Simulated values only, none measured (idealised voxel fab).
voxel capacitor over wiring: a process module
Cross-sectional view cut (width: 155 nm; square cell size: 5 nm).
In this document a cross-section is written as a grid of square cells. It is given as a series of bands, listed from the top down, and a band is one or more rows of cells. Each band's line starts with the height of the band's top and of its bottom, in nm. Then come its materials from left to right, each with its width in nm. One material with "throughout" fills the band from edge to edge. "blank" is empty space. Heights from 0 (as-received wafer is one material below). Bottom band endless downward, as "top 0, no bottom". Quick explanation for "30->40": the width changes in equal steps down the rows of cells, from the first number in the band's top row to the second number in its bottom row. "identical to before" for a step: no cell of the cross-section changed in that step. "Closed empty spaces" enumerates empty spaces isolated from the top, with no open way to it, that contain at least 8 cells, giving each as width x height at distance from the left edge, all three in nm. Where a step's line continues beyond its settings, the continuation is a remark by the simulator itself on that step. Steps that use a mask can have "overlay nm" on their line. It says how far the mask sat to the right of where it was meant to be. Negative means to the left.
Process steps (planned):
1: RECEIVE with material Si
2: CONFORMAL_DEP with material SiO2, thk nm 15
3: DIRECTIONAL_DEP with material TiN, thk nm 5
4: DIRECTIONAL_DEP with material Ru, thk nm 15
5: DIRECTIONAL_DEP with material aC, thk nm 15
6: PATTERN with tone cover, mask id METAL_1, material resist, width nm 25, pitch nm 95, thk nm 35, overlay nm 0
7: DIRECTIONAL_ETCH with etch materials aC, depth nm 15
8: STRIP with etch materials resist
9: DIRECTIONAL_ETCH with etch materials Ru, depth nm 15
10: DIRECTIONAL_ETCH with etch materials TiN, depth nm 5
11: STRIP with etch materials aC
12: CONFORMAL_DEP with material SiCN, thk nm 5
13: FILL_DEP with material lowk, thk nm 10
14: CMP with height nm 35
15: CONFORMAL_DEP with material SiCN, thk nm 5
16: DIRECTIONAL_DEP with material SiO2, thk nm 20
17: DIRECTIONAL_DEP with material aC, thk nm 10
18: PATTERN with tone open, mask id PLUG_1, material resist, width nm 15, thk nm 25, overlay nm 0
19: DIRECTIONAL_ETCH with etch materials aC, depth nm 10
20: STRIP with etch materials resist
21: DIRECTIONAL_ETCH with etch materials SiO2, depth nm 20
22: DIRECTIONAL_ETCH with etch materials SiCN, depth nm 5
23: STRIP with etch materials aC
24: EPI with material Ru, thk nm 10
25: EPI with material Ru, thk nm 10
26: EPI with material Ru, thk nm 5
27: DIRECTIONAL_DEP with material TiN, thk nm 10
28: DIRECTIONAL_DEP with material Al2O3, thk nm 5
29: DIRECTIONAL_DEP with material TiN, thk nm 10
30: PATTERN with tone cover, mask id UPPER_PLATE, material resist, width nm 75, thk nm 15, overlay nm 0
31: DIRECTIONAL_ETCH with etch materials TiN, depth nm 10
32: DIRECTIONAL_ETCH with etch materials Al2O3, depth nm 5
33: STRIP with etch materials resist
34: DIRECTIONAL_DEP with material aC, thk nm 10
35: PATTERN with tone cover, mask id LOWER_PLATE, material resist, width nm 85, thk nm 30, overlay nm 0
36: DIRECTIONAL_ETCH with etch materials aC, depth nm 10
37: STRIP with etch materials resist
38: DIRECTIONAL_ETCH with etch materials TiN, depth nm 10
39: STRIP with etch materials aC
40: FILL_DEP with material SiO2, thk nm 15
41: CMP with height nm 95
42: MASKED_ETCH with tone open, mask id PLUG_2, width nm 15, etch materials SiO2, depth nm 10, overlay nm 0
43: CONFORMAL_DEP with material TiN, thk nm 5
44: FILL_DEP with material W, thk nm 5
45: CMP with height nm 95
46: CONFORMAL_DEP with material SiCN, thk nm 5
Incoming wafer in cross-section (state: after step 1):
top 0, no bottom | Si throughout
Closed empty spaces: none
First wafer of two, sectioned at end of module; run went per plan:
top 100, bottom 95 | SiCN throughout
top 95, bottom 90 | SiO2 35 / TiN 5 / W 5 / TiN 5 / SiO2 105
top 90, bottom 85 | SiO2 35 / TiN 15 / SiO2 105
top 85, bottom 75 | SiO2 25 / TiN 75 / SiO2 55
top 75, bottom 70 | SiO2 25 / Al2O3 75 / SiO2 55
top 70, bottom 60 | SiO2 20 / TiN 85 / SiO2 50
top 60, bottom 40 | SiO2 25 / Ru 15 / SiO2 115
top 40, bottom 35 | SiCN 25 / Ru 15 / SiCN 115
top 35, bottom 20 | lowk 10 / SiCN 5 / Ru 25 / SiCN 5 / lowk 60 / SiCN 5 / Ru 25 / SiCN 5 / lowk 15
top 20, bottom 15 | SiCN 15 / TiN 25 / SiCN 70 / TiN 25 / SiCN 20
top 15, bottom 0 | SiO2 throughout
top 0, no bottom | Si throughout
Closed empty spaces: none
Here's the second of our two wafers sectioned at module end. Same start as the first, same plan, but one mistake got made running it:
top 100, bottom 95 | SiCN throughout
top 95, bottom 90 | SiO2 35 / TiN 5 / W 5 / TiN 5 / SiO2 105
top 90, bottom 85 | SiO2 35 / TiN 15 / SiO2 105
top 85, bottom 80 | SiO2 throughout
top 80, bottom 75 | SiO2 25 / TiN 75 / SiO2 55
top 75, bottom 70 | SiO2 25 / Al2O3 75 / SiO2 55
top 70, bottom 60 | SiO2 20 / TiN 85 / SiO2 50
top 60, bottom 40 | SiO2 25 / Ru 15 / SiO2 115
top 40, bottom 35 | SiCN 25 / Ru 15 / SiCN 115
top 35, bottom 20 | lowk 10 / SiCN 5 / Ru 25 / SiCN 5 / lowk 60 / SiCN 5 / Ru 25 / SiCN 5 / lowk 15
top 20, bottom 15 | SiCN 15 / TiN 25 / SiCN 70 / TiN 25 / SiCN 20
top 15, bottom 0 | SiO2 throughout
top 0, no bottom | Si throughout
Closed empty spaces: none
Processing error: step 29 ran with different settings than intended, the actual operation and settings being DIRECTIONAL_DEP with material TiN, thk nm 5
at the end the second wafer has, in cells: SiO2 +15; TiN -15
